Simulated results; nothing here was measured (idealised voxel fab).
Process module under the name voxel wiring stack
The width of the displayed cross-section, cut, is 300 nm; its cells are square, with a size of 5 nm.
Cross-section = grid of square cells, listed top down in bands; band = one or more rows. Each band's line starts with the height of the band's top and of its bottom, in nm. Then come its materials from left to right, each with its width in nm. One material with "all across" fills the band from edge to edge. "empty" is empty space. Height datum 0, below which the as-received substrate wafer is one material. Lowest band open at the bottom, running downward: "z 0 and below". Quick explanation for "30..40": the width changes in equal steps down the rows of cells, from the first number in the band's top row to the second number in its bottom row. When a step is marked "everything unchanged", none of the cells in the cross-section changed during that step. In the "Voids, sealed" entry, you get each enclosed empty space of 8 cells or more, one with no open way to the top, written width x height at distance, distance from the left edge, in nm. Heads up: the bit after the settings on a step's line is the simulator's remark on that step. Regarding "overlay nm": on a step with a mask, it is the distance the mask lay to the right of its planned place; a negative value places it to the left.

So here's the lineup of process steps we planned:
1: RECEIVE with material Si
2: CONFORMAL_DEP with material SiO2, thk nm 15
3: CONFORMAL_DEP with material SiCN, thk nm 5
4: DIRECTIONAL_DEP with material lowk, thk nm 15
5: DIRECTIONAL_DEP with material aC, thk nm 10
6: PATTERN with tone open, mask id METAL_1, material resist, width nm 25, pitch nm 40, thk nm 30, overlay nm 0
7: DIRECTIONAL_ETCH with etch materials aC, depth nm 10
8: STRIP with etch materials resist
9: DIRECTIONAL_ETCH with etch materials lowk, depth nm 15
10: DIRECTIONAL_ETCH with etch materials SiCN, depth nm 5
11: STRIP with etch materials aC
12: CONFORMAL_DEP with material TiN, thk nm 5
13: FILL_DEP with material Ru, thk nm 10
14: CMP with height nm 35
15: EPI with material Ru, thk nm 5
16: FILL_DEP with material SiCN, thk nm 5
17: DIRECTIONAL_DEP with material lowk, thk nm 15
18: DIRECTIONAL_DEP with material aC, thk nm 10
19: PATTERN with tone open, mask id PLUG_1, material resist, width nm 15, pitch nm 40, thk nm 25, overlay nm 0
20: DIRECTIONAL_ETCH with etch materials aC, depth nm 10
21: STRIP with etch materials resist
22: DIRECTIONAL_ETCH with etch materials lowk, depth nm 15
23: DIRECTIONAL_ETCH with etch materials SiCN, depth nm 5
24: STRIP with etch materials aC
25: EPI with material Ru, thk nm 10
26: EPI with material Ru, thk nm 10
27: DIRECTIONAL_DEP with material TiN, thk nm 5
28: DIRECTIONAL_DEP with material W, thk nm 20
29: PATTERN with tone cover, mask id METAL_2, material resist, width nm 25, pitch nm 40, thk nm 15, overlay nm 0
30: DIRECTIONAL_ETCH with etch materials W, depth nm 20
31: DIRECTIONAL_ETCH with etch materials TiN, depth nm 5
32: STRIP with etch materials resist
33: FILL_DEP with material SiO2, thk nm 5
34: CMP with height nm 85
35: CONFORMAL_DEP with material SiCN, thk nm 5
36: DIRECTIONAL_DEP with material SiO2, thk nm 35
37: DIRECTIONAL_DEP with material aC, thk nm 15
38: PATTERN with tone open, mask id METAL_3, material resist, width nm 25, pitch nm 40, thk nm 35, overlay nm 0
39: DIRECTIONAL_ETCH with etch materials aC, depth nm 15
40: STRIP with etch materials resist
41: DIRECTIONAL_ETCH with etch materials SiO2, depth nm 20
42: STRIP with etch materials aC
43: PATTERN with tone open, mask id METAL_3_HOLES, material resist, width nm 15, thk nm 15, overlay nm 0
44: DIRECTIONAL_ETCH with etch materials SiO2, depth nm 15
45: DIRECTIONAL_ETCH with etch materials SiCN, depth nm 5
46: STRIP with etch materials resist
47: CONFORMAL_DEP with material TiN, thk nm 5
48: FILL_DEP with material Ru, thk nm 10
49: CMP with height nm 125
50: CONFORMAL_DEP with material SiCN, thk nm 5
51: DIRECTIONAL_DEP with material lowk, thk nm 25
52: PATTERN with tone open, mask id METAL_4_HOLES, material resist, width nm 15, pitch nm 40, thk nm 20, overlay nm 0
53: DIRECTIONAL_ETCH with etch materials lowk, depth nm 25
54: STRIP with etch materials resist
55: PATTERN with tone open, mask id METAL_4, material resist, width nm 25, pitch nm 40, thk nm 20, overlay nm 0
56: DIRECTIONAL_ETCH with etch materials lowk, depth nm 15
57: DIRECTIONAL_ETCH with etch materials SiCN, depth nm 5
58: STRIP with etch materials resist
59: CONFORMAL_DEP with material TiN, thk nm 5
60: FILL_DEP with material Cu, thk nm 5
61: CMP with height nm 155
62: CONFORMAL_DEP with material SiCN, thk nm 5

First wafer of two (run as planned):

Delivered wafer in cross-section: state after step 1:
- z 0 and below  Si all across
- Voids, sealed: none

You're looking at a cross-section of the wafer after step 2:
- z 15 to 0  SiO2 all across
- Below 0, no change.

You're looking at a cross-section of the wafer after step 3:
- z 20 to 15  SiCN all across
- Below 15, no change.

You're looking at a cross-section of the wafer after step 4:
- z 35 to 20  lowk all across
- Below 20, no change.

You're looking at a cross-section of the wafer after step 5:
- z 45 to 35  aC all across
- Below 35, no change.

You're looking at a cross-section of the wafer after step 6:
- z 75 to 45  115 of resist / 25 of empty / 15 of resist / 25 of empty / 120 of resist
- Below 45, no change.

You're looking at a cross-section of the wafer after step 7:
- z 65 to 45  115 of resist / 25 of empty / 15 of resist / 25 of empty / 120 of resist
- z 45 to 35  115 of aC / 25 of empty / 15 of aC / 25 of empty / 120 of aC
- Below 35, no change.

You're looking at a cross-section of the wafer after step 8:
- z 45 to 35  115 of aC / 25 of empty / 15 of aC / 25 of empty / 120 of aC
- Below 35, no change.

You're looking at a cross-section of the wafer after step 9:
- z 45 to 35  115 of aC / 25 of empty / 15 of aC / 25 of empty / 120 of aC
- z 35 to 20  115 of lowk / 25 of empty / 15 of lowk / 25 of empty / 120 of lowk
- Below 20, no change.

You're looking at a cross-section of the wafer after step 10:
- z 45 to 35  115 of aC / 25 of empty / 15 of aC / 25 of empty / 120 of aC
- z 35 to 20  115 of lowk / 25 of empty / 15 of lowk / 25 of empty / 120 of lowk
- z 20 to 15  115 of SiCN / 25 of empty / 15 of SiCN / 25 of empty / 120 of SiCN
- Below 15, no change.

You're looking at a cross-section of the wafer after step 11:
- z 35 to 20  115 of lowk / 25 of empty / 15 of lowk / 25 of empty / 120 of lowk
- Below 20, no change.

You're looking at a cross-section of the wafer after step 12:
- z 40 to 35  120 of TiN / 15 of empty / 25 of TiN / 15 of empty / 125 of TiN
- z 35 to 20  115 of lowk / 5 of TiN / 15 of empty / 5 of TiN / 15 of lowk / 5 of TiN / 15 of empty / 5 of TiN / 120 of lowk
- z 20 to 15  115 of SiCN / 25 of TiN / 15 of SiCN / 25 of TiN / 120 of SiCN
- Below 15, no change.

You're looking at a cross-section of the wafer after step 13:
- z 50 to 40  Ru all across
- z 40 to 35  120 of TiN / 15 of Ru / 25 of TiN / 15 of Ru / 125 of TiN
- z 35 to 20  115 of lowk / 5 of TiN / 15 of Ru / 5 of TiN / 15 of lowk / 5 of TiN / 15 of Ru / 5 of TiN / 120 of lowk
- Below 20, no change.

You're looking at a cross-section of the wafer after step 14:
- z 35 to 20  115 of lowk / 5 of TiN / 15 of Ru / 5 of TiN / 15 of lowk / 5 of TiN / 15 of Ru / 5 of TiN / 120 of lowk
- Below 20, no change.

You're looking at a cross-section of the wafer after step 15:
- z 40 to 35  110 of empty / 35 of Ru / 5 of empty / 35 of Ru / 115 of empty
- Below 35, no change.

You're looking at a cross-section of the wafer after step 16:
- z 45 to 40  SiCN all across
- z 40 to 35  110 of SiCN / 35 of Ru / 5 of SiCN / 35 of Ru / 115 of SiCN
- Below 35, no change.

You're looking at a cross-section of the wafer after step 17:
- z 60 to 45  lowk all across
- Below 45, no change.

You're looking at a cross-section of the wafer after step 18:
- z 70 to 60  aC all across
- Below 60, no change.

You're looking at a cross-section of the wafer after step 19:
- z 95 to 70  115 of resist / 15 of empty / 25 of resist / 15 of empty / 130 of resist
- Below 70, no change.

You're looking at a cross-section of the wafer after step 20:
- z 85 to 70  115 of resist / 15 of empty / 25 of resist / 15 of empty / 130 of resist
- z 70 to 60  115 of aC / 15 of empty / 25 of aC / 15 of empty / 130 of aC
- Below 60, no change.

You're looking at a cross-section of the wafer after step 21:
- z 70 to 60  115 of aC / 15 of empty / 25 of aC / 15 of empty / 130 of aC
- Below 60, no change.

You're looking at a cross-section of the wafer after step 22:
- z 70 to 60  115 of aC / 15 of empty / 25 of aC / 15 of empty / 130 of aC
- z 60 to 45  115 of lowk / 15 of empty / 25 of lowk / 15 of empty / 130 of lowk
- Below 45, no change.

You're looking at a cross-section of the wafer after step 23:
- z 70 to 60  115 of aC / 15 of empty / 25 of aC / 15 of empty / 130 of aC
- z 60 to 45  115 of lowk / 15 of empty / 25 of lowk / 15 of empty / 130 of lowk
- z 45 to 40  115 of SiCN / 15 of empty / 25 of SiCN / 15 of empty / 130 of SiCN
- Below 40, no change.

You're looking at a cross-section of the wafer after step 24:
- z 60 to 45  115 of lowk / 15 of empty / 25 of lowk / 15 of empty / 130 of lowk
- Below 45, no change.

You're looking at a cross-section of the wafer after step 25:
- z 60 to 50  115 of lowk / 15 of empty / 25 of lowk / 15 of empty / 130 of lowk
- z 50 to 45  115 of lowk / 15 of Ru / 25 of lowk / 15 of Ru / 130 of lowk
- z 45 to 35  115..110 of SiCN / 15..35 of Ru / 25..5 of SiCN / 15..35 of Ru / 130..115 of SiCN
- Below 35, no change.

You're looking at a cross-section of the wafer after step 26:
- z 60 to 45  115 of lowk / 15 of Ru / 25 of lowk / 15 of Ru / 130 of lowk
- Below 45, no change.

You're looking at a cross-section of the wafer after step 27:
- z 65 to 60  TiN all across
- Below 60, no change.

You're looking at a cross-section of the wafer after step 28:
- z 85 to 65  W all across
- Below 65, no change.

You're looking at a cross-section of the wafer after step 29:
- z 100 to 85  115 of empty / 25 of resist / 15 of empty / 25 of resist / 120 of empty
- Below 85, no change.

You're looking at a cross-section of the wafer after step 30:
- z 100 to 85  115 of empty / 25 of resist / 15 of empty / 25 of resist / 120 of empty
- z 85 to 65  115 of empty / 25 of W / 15 of empty / 25 of W / 120 of empty
- Below 65, no change.

You're looking at a cross-section of the wafer after step 31:
- z 100 to 85  115 of empty / 25 of resist / 15 of empty / 25 of resist / 120 of empty
- z 85 to 65  115 of empty / 25 of W / 15 of empty / 25 of W / 120 of empty
- z 65 to 60  115 of empty / 25 of TiN / 15 of empty / 25 of TiN / 120 of empty
- Below 60, no change.

You're looking at a cross-section of the wafer after step 32:
- z 85 to 65  115 of empty / 25 of W / 15 of empty / 25 of W / 120 of empty
- Below 65, no change.

You're looking at a cross-section of the wafer after step 33:
- z 90 to 85  SiO2 all across
- z 85 to 65  115 of SiO2 / 25 of W / 15 of SiO2 / 25 of W / 120 of SiO2
- z 65 to 60  115 of SiO2 / 25 of TiN / 15 of SiO2 / 25 of TiN / 120 of SiO2
- Below 60, no change.

You're looking at a cross-section of the wafer after step 34:
- z 85 to 65  115 of SiO2 / 25 of W / 15 of SiO2 / 25 of W / 120 of SiO2
- Below 65, no change.

You're looking at a cross-section of the wafer after step 35:
- z 90 to 85  SiCN all across
- Below 85, no change.

You're looking at a cross-section of the wafer after step 36:
- z 125 to 90  SiO2 all across
- Below 90, no change.

You're looking at a cross-section of the wafer after step 37:
- z 140 to 125  aC all across
- Below 125, no change.

You're looking at a cross-section of the wafer after step 38:
- z 175 to 140  115 of resist / 25 of empty / 15 of resist / 25 of empty / 120 of resist
- Below 140, no change.

You're looking at a cross-section of the wafer after step 39:
- z 160 to 140  115 of resist / 25 of empty / 15 of resist / 25 of empty / 120 of resist
- z 140 to 125  115 of aC / 25 of empty / 15 of aC / 25 of empty / 120 of aC
- Below 125, no change.

You're looking at a cross-section of the wafer after step 40:
- z 140 to 125  115 of aC / 25 of empty / 15 of aC / 25 of empty / 120 of aC
- Below 125, no change.

You're looking at a cross-section of the wafer after step 41:
- z 140 to 125  115 of aC / 25 of empty / 15 of aC / 25 of empty / 120 of aC
- z 125 to 105  115 of SiO2 / 25 of empty / 15 of SiO2 / 25 of empty / 120 of SiO2
- Below 105, no change.

You're looking at a cross-section of the wafer after step 42:
- z 125 to 105  115 of SiO2 / 25 of empty / 15 of SiO2 / 25 of empty / 120 of SiO2
- Below 105, no change.

You're looking at a cross-section of the wafer after step 43:
- z 140 to 125  115 of resist / 15 of empty / 170 of resist
- z 125 to 105  115 of SiO2 / 15 of empty / 10 of resist / 15 of SiO2 / 25 of resist / 120 of SiO2
- Below 105, no change.

You're looking at a cross-section of the wafer after step 44:
- z 140 to 125  115 of resist / 15 of empty / 170 of resist
- z 125 to 105  115 of SiO2 / 15 of empty / 10 of resist / 15 of SiO2 / 25 of resist / 120 of SiO2
- z 105 to 90  115 of SiO2 / 15 of empty / 170 of SiO2
- Below 90, no change.

You're looking at a cross-section of the wafer after step 45:
- z 140 to 125  115 of resist / 15 of empty / 170 of resist
- z 125 to 105  115 of SiO2 / 15 of empty / 10 of resist / 15 of SiO2 / 25 of resist / 120 of SiO2
- z 105 to 90  115 of SiO2 / 15 of empty / 170 of SiO2
- z 90 to 85  115 of SiCN / 15 of empty / 170 of SiCN
- Below 85, no change.

You're looking at a cross-section of the wafer after step 46:
- z 125 to 105  115 of SiO2 / 25 of empty / 15 of SiO2 / 25 of empty / 120 of SiO2
- Below 105, no change.

You're looking at a cross-section of the wafer after step 47:
- z 130 to 125  120 of TiN / 15 of empty / 25 of TiN / 15 of empty / 125 of TiN
- z 125 to 110  115 of SiO2 / 5 of TiN / 15 of empty / 5 of TiN / 15 of SiO2 / 5 of TiN / 15 of empty / 5 of TiN / 120 of SiO2
- z 110 to 105  115 of SiO2 / 5 of TiN / 5 of empty / 15 of TiN / 15 of SiO2 / 25 of TiN / 120 of SiO2
- z 105 to 90  115 of SiO2 / 5 of TiN / 5 of empty / 5 of TiN / 170 of SiO2
- z 90 to 85  115 of SiCN / 15 of TiN / 170 of SiCN
- Below 85, no change.

You're looking at a cross-section of the wafer after step 48:
- z 140 to 130  Ru all across
- z 130 to 125  120 of TiN / 15 of Ru / 25 of TiN / 15 of Ru / 125 of TiN
- z 125 to 110  115 of SiO2 / 5 of TiN / 15 of Ru / 5 of TiN / 15 of SiO2 / 5 of TiN / 15 of Ru / 5 of TiN / 120 of SiO2
- z 110 to 105  115 of SiO2 / 5 of TiN / 5 of Ru / 15 of TiN / 15 of SiO2 / 25 of TiN / 120 of SiO2
- z 105 to 90  115 of SiO2 / 5 of TiN / 5 of Ru / 5 of TiN / 170 of SiO2
- Below 90, no change.

You're looking at a cross-section of the wafer after step 49:
- z 125 to 110  115 of SiO2 / 5 of TiN / 15 of Ru / 5 of TiN / 15 of SiO2 / 5 of TiN / 15 of Ru / 5 of TiN / 120 of SiO2
- Below 110, no change.

You're looking at a cross-section of the wafer after step 50:
- z 130 to 125  SiCN all across
- Below 125, no change.

You're looking at a cross-section of the wafer after step 51:
- z 155 to 130  lowk all across
- Below 130, no change.

You're looking at a cross-section of the wafer after step 52:
- z 175 to 155  115 of resist / 15 of empty / 25 of resist / 15 of empty / 130 of resist
- Below 155, no change.

You're looking at a cross-section of the wafer after step 53:
- z 175 to 155  115 of resist / 15 of empty / 25 of resist / 15 of empty / 130 of resist
- z 155 to 130  115 of lowk / 15 of empty / 25 of lowk / 15 of empty / 130 of lowk
- Below 130, no change.

You're looking at a cross-section of the wafer after step 54:
- z 155 to 130  115 of lowk / 15 of empty / 25 of lowk / 15 of empty / 130 of lowk
- Below 130, no change.

You're looking at a cross-section of the wafer after step 55:
- z 175 to 155  115 of resist / 25 of empty / 15 of resist / 25 of empty / 120 of resist
- Below 155, no change.

You're looking at a cross-section of the wafer after step 56:
- z 175 to 155  115 of resist / 25 of empty / 15 of resist / 25 of empty / 120 of resist
- z 155 to 140  115 of lowk / 25 of empty / 15 of lowk / 25 of empty / 120 of lowk
- Below 140, no change.

You're looking at a cross-section of the wafer after step 57:
- z 175 to 155  115 of resist / 25 of empty / 15 of resist / 25 of empty / 120 of resist
- z 155 to 140  115 of lowk / 25 of empty / 15 of lowk / 25 of empty / 120 of lowk
- z 140 to 130  115 of lowk / 15 of empty / 25 of lowk / 15 of empty / 130 of lowk
- z 130 to 125  115 of SiCN / 15 of empty / 25 of SiCN / 15 of empty / 130 of SiCN
- Below 125, no change.

You're looking at a cross-section of the wafer after step 58:
- z 155 to 140  115 of lowk / 25 of empty / 15 of lowk / 25 of empty / 120 of lowk
- Below 140, no change.

You're looking at a cross-section of the wafer after step 59:
- z 160 to 155  120 of TiN / 15 of empty / 25 of TiN / 15 of empty / 125 of TiN
- z 155 to 145  115 of lowk / 5 of TiN / 15 of empty / 5 of TiN / 15 of lowk / 5 of TiN / 15 of empty / 5 of TiN / 120 of lowk
- z 145 to 140  115 of lowk / 5 of TiN / 5 of empty / 15 of TiN / 15 of lowk / 5 of TiN / 5 of empty / 15 of TiN / 120 of lowk
- z 140 to 130  115 of lowk / 5 of TiN / 5 of empty / 5 of TiN / 25 of lowk / 5 of TiN / 5 of empty / 5 of TiN / 130 of lowk
- z 130 to 125  115 of SiCN / 15 of TiN / 25 of SiCN / 15 of TiN / 130 of SiCN
- Below 125, no change.

You're looking at a cross-section of the wafer after step 60:
- z 165 to 160  Cu all across
- z 160 to 155  120 of TiN / 15 of Cu / 25 of TiN / 15 of Cu / 125 of TiN
- z 155 to 145  115 of lowk / 5 of TiN / 15 of Cu / 5 of TiN / 15 of lowk / 5 of TiN / 15 of Cu / 5 of TiN / 120 of lowk
- z 145 to 140  115 of lowk / 5 of TiN / 5 of Cu / 15 of TiN / 15 of lowk / 5 of TiN / 5 of Cu / 15 of TiN / 120 of lowk
- z 140 to 130  115 of lowk / 5 of TiN / 5 of Cu / 5 of TiN / 25 of lowk / 5 of TiN / 5 of Cu / 5 of TiN / 130 of lowk
- Below 130, no change.

You're looking at a cross-section of the wafer after step 61:
- z 155 to 145  115 of lowk / 5 of TiN / 15 of Cu / 5 of TiN / 15 of lowk / 5 of TiN / 15 of Cu / 5 of TiN / 120 of lowk
- Below 145, no change.

You're looking at a cross-section of the wafer after step 62:
- z 160 to 155  SiCN all across
- Below 155, no change.

Second wafer. Start and plan as for the first. One mistake made in running. Agrees with the first up to and including step 18:

Second wafer at the planned finish of step 19, seen in cross-section:
- z 95 to 70  115 of empty / 15 of resist / 25 of empty / 15 of resist / 130 of empty
- Below 70, no change.

Second wafer at the planned finish of step 20, seen in cross-section:
- z 85 to 70  115 of empty / 15 of resist / 25 of empty / 15 of resist / 130 of empty
- z 70 to 60  115 of empty / 15 of aC / 25 of empty / 15 of aC / 130 of empty
- Below 60, no change.

Second wafer at the planned finish of step 21, seen in cross-section:
- z 70 to 60  115 of empty / 15 of aC / 25 of empty / 15 of aC / 130 of empty
- Below 60, no change.

Second wafer at the planned finish of step 22, seen in cross-section:
- z 70 to 60  115 of empty / 15 of aC / 25 of empty / 15 of aC / 130 of empty
- z 60 to 45  115 of empty / 15 of lowk / 25 of empty / 15 of lowk / 130 of empty
- Below 45, no change.

Second wafer at the planned finish of step 23, seen in cross-section:
- z 70 to 60  115 of empty / 15 of aC / 25 of empty / 15 of aC / 130 of empty
- z 60 to 45  115 of empty / 15 of lowk / 25 of empty / 15 of lowk / 130 of empty
- z 45 to 40  115 of empty / 15 of SiCN / 25 of empty / 15 of SiCN / 130 of empty
- Below 40, no change.

Second wafer at the planned finish of step 24, seen in cross-section:
- z 60 to 45  115 of empty / 15 of lowk / 25 of empty / 15 of lowk / 130 of empty
- Below 45, no change.

Second wafer at the planned finish of step 25, seen in cross-section:
- z 60 to 50  115 of empty / 15 of lowk / 25 of empty / 15 of lowk / 130 of empty
- z 50 to 45  100 of empty / 15 of Ru / 15 of lowk / 25 of Ru / 15 of lowk / 25 of Ru / 105 of empty
- z 45 to 40  100 of empty / 15 of Ru / 15 of SiCN / 25 of Ru / 15 of SiCN / 25 of Ru / 105 of empty
- Below 40, no change.

Second wafer at the planned finish of step 26, seen in cross-section:
- z 60 to 45  90 of empty / 25 of Ru / 15 of lowk / 25 of Ru / 15 of lowk / 35 of Ru / 95 of empty
- z 45 to 40  90 of empty / 25 of Ru / 15 of SiCN / 25 of Ru / 15 of SiCN / 35 of Ru / 95 of empty
- Below 40, no change.

Second wafer at the planned finish of step 27, seen in cross-section:
- z 65 to 60  90 of empty / 115 of TiN / 95 of empty
- z 60 to 45  90 of empty / 25 of Ru / 15 of lowk / 25 of Ru / 15 of lowk / 35 of Ru / 95 of empty
- z 45 to 40  90 of TiN / 25 of Ru / 15 of SiCN / 25 of Ru / 15 of SiCN / 35 of Ru / 95 of TiN
- Below 40, no change.

Second wafer at the planned finish of step 28, seen in cross-section:
- z 85 to 65  90 of empty / 115 of W / 95 of empty
- z 65 to 60  90 of W / 115 of TiN / 95 of W
- z 60 to 45  90 of W / 25 of Ru / 15 of lowk / 25 of Ru / 15 of lowk / 35 of Ru / 95 of W
- Below 45, no change.

Second wafer at the planned finish of step 29, seen in cross-section:
- z 100 to 85  115 of empty / 25 of resist / 15 of empty / 25 of resist / 120 of empty
- Below 85, no change.

Second wafer at the planned finish of step 30, seen in cross-section:
- z 100 to 85  115 of empty / 25 of resist / 15 of empty / 25 of resist / 120 of empty
- z 85 to 65  115 of empty / 25 of W / 15 of empty / 25 of W / 120 of empty
- z 65 to 60  90 of empty / 115 of TiN / 95 of empty
- z 60 to 45  90 of empty / 25 of Ru / 15 of lowk / 25 of Ru / 15 of lowk / 35 of Ru / 95 of empty
- Below 45, no change.

Second wafer at the planned finish of step 31, seen in cross-section:
- z 100 to 85  115 of empty / 25 of resist / 15 of empty / 25 of resist / 120 of empty
- z 85 to 65  115 of empty / 25 of W / 15 of empty / 25 of W / 120 of empty
- z 65 to 60  115 of empty / 25 of TiN / 15 of empty / 25 of TiN / 120 of empty
- z 60 to 45  90 of empty / 25 of Ru / 15 of lowk / 25 of Ru / 15 of lowk / 35 of Ru / 95 of empty
- z 45 to 40  90 of empty / 25 of Ru / 15 of SiCN / 25 of Ru / 15 of SiCN / 35 of Ru / 95 of empty
- Below 40, no change.

Second wafer at the planned finish of step 32, seen in cross-section:
- z 85 to 65  115 of empty / 25 of W / 15 of empty / 25 of W / 120 of empty
- Below 65, no change.

Second wafer at the planned finish of step 33, seen in cross-section:
- z 90 to 85  SiO2 all across
- z 85 to 65  115 of SiO2 / 25 of W / 15 of SiO2 / 25 of W / 120 of SiO2
- z 65 to 60  115 of SiO2 / 25 of TiN / 15 of SiO2 / 25 of TiN / 120 of SiO2
- z 60 to 45  90 of SiO2 / 25 of Ru / 15 of lowk / 25 of Ru / 15 of lowk / 35 of Ru / 95 of SiO2
- z 45 to 40  90 of SiO2 / 25 of Ru / 15 of SiCN / 25 of Ru / 15 of SiCN / 35 of Ru / 95 of SiO2
- Below 40, no change.

Second wafer at the planned finish of step 34, seen in cross-section:
- z 85 to 65  115 of SiO2 / 25 of W / 15 of SiO2 / 25 of W / 120 of SiO2
- Below 65, no change.

Second wafer at the planned finish of step 35, seen in cross-section:
- z 90 to 85  SiCN all across
- Below 85, no change.

Second wafer at the planned finish of step 36, seen in cross-section:
- z 125 to 90  SiO2 all across
- Below 90, no change.

Second wafer at the planned finish of step 37, seen in cross-section:
- z 140 to 125  aC all across
- Below 125, no change.

Second wafer at the planned finish of step 38, seen in cross-section:
- z 175 to 140  115 of resist / 25 of empty / 15 of resist / 25 of empty / 120 of resist
- Below 140, no change.

Second wafer at the planned finish of step 39, seen in cross-section:
- z 160 to 140  115 of resist / 25 of empty / 15 of resist / 25 of empty / 120 of resist
- z 140 to 125  115 of aC / 25 of empty / 15 of aC / 25 of empty / 120 of aC
- Below 125, no change.

Second wafer at the planned finish of step 40, seen in cross-section:
- z 140 to 125  115 of aC / 25 of empty / 15 of aC / 25 of empty / 120 of aC
- Below 125, no change.

Second wafer at the planned finish of step 41, seen in cross-section:
- z 140 to 125  115 of aC / 25 of empty / 15 of aC / 25 of empty / 120 of aC
- z 125 to 105  115 of SiO2 / 25 of empty / 15 of SiO2 / 25 of empty / 120 of SiO2
- Below 105, no change.

Second wafer at the planned finish of step 42, seen in cross-section:
- z 125 to 105  115 of SiO2 / 25 of empty / 15 of SiO2 / 25 of empty / 120 of SiO2
- Below 105, no change.

Second wafer at the planned finish of step 43, seen in cross-section:
- z 140 to 125  115 of resist / 15 of empty / 170 of resist
- z 125 to 105  115 of SiO2 / 15 of empty / 10 of resist / 15 of SiO2 / 25 of resist / 120 of SiO2
- Below 105, no change.

Second wafer at the planned finish of step 44, seen in cross-section:
- z 140 to 125  115 of resist / 15 of empty / 170 of resist
- z 125 to 105  115 of SiO2 / 15 of empty / 10 of resist / 15 of SiO2 / 25 of resist / 120 of SiO2
- z 105 to 90  115 of SiO2 / 15 of empty / 170 of SiO2
- Below 90, no change.

Second wafer at the planned finish of step 45, seen in cross-section:
- z 140 to 125  115 of resist / 15 of empty / 170 of resist
- z 125 to 105  115 of SiO2 / 15 of empty / 10 of resist / 15 of SiO2 / 25 of resist / 120 of SiO2
- z 105 to 90  115 of SiO2 / 15 of empty / 170 of SiO2
- z 90 to 85  115 of SiCN / 15 of empty / 170 of SiCN
- Below 85, no change.

Second wafer at the planned finish of step 46, seen in cross-section:
- z 125 to 105  115 of SiO2 / 25 of empty / 15 of SiO2 / 25 of empty / 120 of SiO2
- Below 105, no change.

Second wafer at the planned finish of step 47, seen in cross-section:
- z 130 to 125  120 of TiN / 15 of empty / 25 of TiN / 15 of empty / 125 of TiN
- z 125 to 110  115 of SiO2 / 5 of TiN / 15 of empty / 5 of TiN / 15 of SiO2 / 5 of TiN / 15 of empty / 5 of TiN / 120 of SiO2
- z 110 to 105  115 of SiO2 / 5 of TiN / 5 of empty / 15 of TiN / 15 of SiO2 / 25 of TiN / 120 of SiO2
- z 105 to 90  115 of SiO2 / 5 of TiN / 5 of empty / 5 of TiN / 170 of SiO2
- z 90 to 85  115 of SiCN / 15 of TiN / 170 of SiCN
- Below 85, no change.

Second wafer at the planned finish of step 48, seen in cross-section:
- z 140 to 130  Ru all across
- z 130 to 125  120 of TiN / 15 of Ru / 25 of TiN / 15 of Ru / 125 of TiN
- z 125 to 110  115 of SiO2 / 5 of TiN / 15 of Ru / 5 of TiN / 15 of SiO2 / 5 of TiN / 15 of Ru / 5 of TiN / 120 of SiO2
- z 110 to 105  115 of SiO2 / 5 of TiN / 5 of Ru / 15 of TiN / 15 of SiO2 / 25 of TiN / 120 of SiO2
- z 105 to 90  115 of SiO2 / 5 of TiN / 5 of Ru / 5 of TiN / 170 of SiO2
- Below 90, no change.

Second wafer at the planned finish of step 49, seen in cross-section:
- z 125 to 110  115 of SiO2 / 5 of TiN / 15 of Ru / 5 of TiN / 15 of SiO2 / 5 of TiN / 15 of Ru / 5 of TiN / 120 of SiO2
- Below 110, no change.

Second wafer at the planned finish of step 50, seen in cross-section:
- z 130 to 125  SiCN all across
- Below 125, no change.

Second wafer at the planned finish of step 51, seen in cross-section:
- z 155 to 130  lowk all across
- Below 130, no change.

Second wafer at the planned finish of step 52, seen in cross-section:
- z 175 to 155  115 of resist / 15 of empty / 25 of resist / 15 of empty / 130 of resist
- Below 155, no change.

Second wafer at the planned finish of step 53, seen in cross-section:
- z 175 to 155  115 of resist / 15 of empty / 25 of resist / 15 of empty / 130 of resist
- z 155 to 130  115 of lowk / 15 of empty / 25 of lowk / 15 of empty / 130 of lowk
- Below 130, no change.

Second wafer at the planned finish of step 54, seen in cross-section:
- z 155 to 130  115 of lowk / 15 of empty / 25 of lowk / 15 of empty / 130 of lowk
- Below 130, no change.

Second wafer at the planned finish of step 55, seen in cross-section:
- z 175 to 155  115 of resist / 25 of empty / 15 of resist / 25 of empty / 120 of resist
- Below 155, no change.

Second wafer at the planned finish of step 56, seen in cross-section:
- z 175 to 155  115 of resist / 25 of empty / 15 of resist / 25 of empty / 120 of resist
- z 155 to 140  115 of lowk / 25 of empty / 15 of lowk / 25 of empty / 120 of lowk
- Below 140, no change.

Second wafer at the planned finish of step 57, seen in cross-section:
- z 175 to 155  115 of resist / 25 of empty / 15 of resist / 25 of empty / 120 of resist
- z 155 to 140  115 of lowk / 25 of empty / 15 of lowk / 25 of empty / 120 of lowk
- z 140 to 130  115 of lowk / 15 of empty / 25 of lowk / 15 of empty / 130 of lowk
- z 130 to 125  115 of SiCN / 15 of empty / 25 of SiCN / 15 of empty / 130 of SiCN
- Below 125, no change.

Second wafer at the planned finish of step 58, seen in cross-section:
- z 155 to 140  115 of lowk / 25 of empty / 15 of lowk / 25 of empty / 120 of lowk
- Below 140, no change.

Second wafer at the planned finish of step 59, seen in cross-section:
- z 160 to 155  120 of TiN / 15 of empty / 25 of TiN / 15 of empty / 125 of TiN
- z 155 to 145  115 of lowk / 5 of TiN / 15 of empty / 5 of TiN / 15 of lowk / 5 of TiN / 15 of empty / 5 of TiN / 120 of lowk
- z 145 to 140  115 of lowk / 5 of TiN / 5 of empty / 15 of TiN / 15 of lowk / 5 of TiN / 5 of empty / 15 of TiN / 120 of lowk
- z 140 to 130  115 of lowk / 5 of TiN / 5 of empty / 5 of TiN / 25 of lowk / 5 of TiN / 5 of empty / 5 of TiN / 130 of lowk
- z 130 to 125  115 of SiCN / 15 of TiN / 25 of SiCN / 15 of TiN / 130 of SiCN
- Below 125, no change.

Second wafer at the planned finish of step 60, seen in cross-section:
- z 165 to 160  Cu all across
- z 160 to 155  120 of TiN / 15 of Cu / 25 of TiN / 15 of Cu / 125 of TiN
- z 155 to 145  115 of lowk / 5 of TiN / 15 of Cu / 5 of TiN / 15 of lowk / 5 of TiN / 15 of Cu / 5 of TiN / 120 of lowk
- z 145 to 140  115 of lowk / 5 of TiN / 5 of Cu / 15 of TiN / 15 of lowk / 5 of TiN / 5 of Cu / 15 of TiN / 120 of lowk
- z 140 to 130  115 of lowk / 5 of TiN / 5 of Cu / 5 of TiN / 25 of lowk / 5 of TiN / 5 of Cu / 5 of TiN / 130 of lowk
- Below 130, no change.

Second wafer at the planned finish of step 61, seen in cross-section:
- z 155 to 145  115 of lowk / 5 of TiN / 15 of Cu / 5 of TiN / 15 of lowk / 5 of TiN / 15 of Cu / 5 of TiN / 120 of lowk
- Below 145, no change.

Second wafer at the planned finish of step 62, seen in cross-section:
- z 160 to 155  SiCN all across
- Below 155, no change.
Finding, execution versus plan: step 19 ran with different settings than intended, the actual operation and settings being PATTERN with tone cover, mask id PLUG_1, material resist, width nm 15, pitch nm 40, thk nm 25, overlay nm 0
Final cells, second wafer relative to first, materials higher or lower: Ru: 44 more | SiCN: 48 fewer | SiO2: 148 more | lowk: 144 fewer
